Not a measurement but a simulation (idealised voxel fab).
Module name: voxel tone inversion (process module)
cross-section cut | 255 nm wide | cells 5 nm
Cross-section = grid of square cells, listed top down in bands; band = one or more rows.
Band: top height; bottom height; in nm. Then, left to right: material with width in nm, for each material. "edge to edge": a single material spanning edge to edge. "blank": empty space.
For the purposes of this specification, 0 denotes the height below which the wafer in its as-received condition is composed wholly of one material, and the lowermost band, lacking a lower limit, extends downward without end, as expressed in "0 and below".
The notation "30->40" denotes a width that varies across the rows of cells in the band, beginning at the first number in the top row, finishing at the second number in the bottom row, and changing by an identical amount from each row to the next.
"nothing altered" for a step: no cell of the cross-section changed in that step.
The entry titled "Closed void list" provides the empty spaces that have no open way to the top, restricted to those of 8 cells or more. Each is presented as width x height at distance, the distance being measured from the left edge, with all three in nm.
Post-settings text on a step line: simulator's own remark regarding the step.
What "overlay nm" on a step's line means: if the step has a mask, that mask lay this far to the right of its planned place, or, when the value is negative, to the left.

Here's what the planned process steps look like
- 1: RECEIVE: material Si
- 2: CONFORMAL_DEP: material SiN, thk nm 5
- 3: DIRECTIONAL_DEP: material polySi, thk nm 20
- 4: PATTERN: tone cover, mask id POSTS, material resist, width nm 20, pitch nm 40, thk nm 30, overlay nm 0
- 5: DIRECTIONAL_ETCH: etch materials polySi, depth nm 20
- 6: STRIP: etch materials resist
- 7: FILL_DEP: material lowk, thk nm 5
- 8: CMP: height nm 25
- 9: STRIP: etch materials polySi
- 10: CONFORMAL_DEP: material TiN, thk nm 5
- 11: FILL_DEP: material Cu, thk nm 5
- 12: CMP: height nm 25
- 13: CONFORMAL_DEP: material SiN, thk nm 5

Delivered wafer in cross-section: state after step 1
0 and below: Si edge to edge
Closed void list: none

First wafer of two, sectioned at end of module; run went per plan
30 down to 25: SiN edge to edge
25 down to 10: lowk (55) | TiN (5) | Cu (10) | TiN (5) | lowk (20) | TiN (5) | Cu (10) | TiN (5) | lowk (20) | TiN (5) | Cu (10) | TiN (5) | lowk (20) | TiN (5) | Cu (10) | TiN (5) | lowk (60)
10 down to 5: lowk (55) | TiN (20) | lowk (20) | TiN (20) | lowk (20) | TiN (20) | lowk (20) | TiN (20) | lowk (60)
5 down to 0: SiN edge to edge
0 and below: Si edge to edge
Closed void list: none

What the second wafer looks like in cross-section once the module is done. Its start and its plan matched the first wafer's exactly; what differed was one mistake in how it was run
30 down to 25: SiN edge to edge
25 down to 10: lowk (45) | TiN (5) | Cu (10) | TiN (5) | lowk (20) | TiN (5) | Cu (10) | TiN (5) | lowk (20) | TiN (5) | Cu (10) | TiN (5) | lowk (20) | TiN (5) | Cu (10) | TiN (5) | lowk (70)
10 down to 5: lowk (45) | TiN (20) | lowk (20) | TiN (20) | lowk (20) | TiN (20) | lowk (20) | TiN (20) | lowk (70)
5 down to 0: SiN edge to edge
0 and below: Si edge to edge
Closed void list: none
The mistake made against the process plan was this: so step 4 ended up running with a different setting than we planned, it ran as PATTERN: tone cover, mask id POSTS, material resist, width nm 20, pitch nm 40, thk nm 30, overlay nm -10
Heads up: at the end the two wafers have identical cell counts per material, they're just laid out differently.
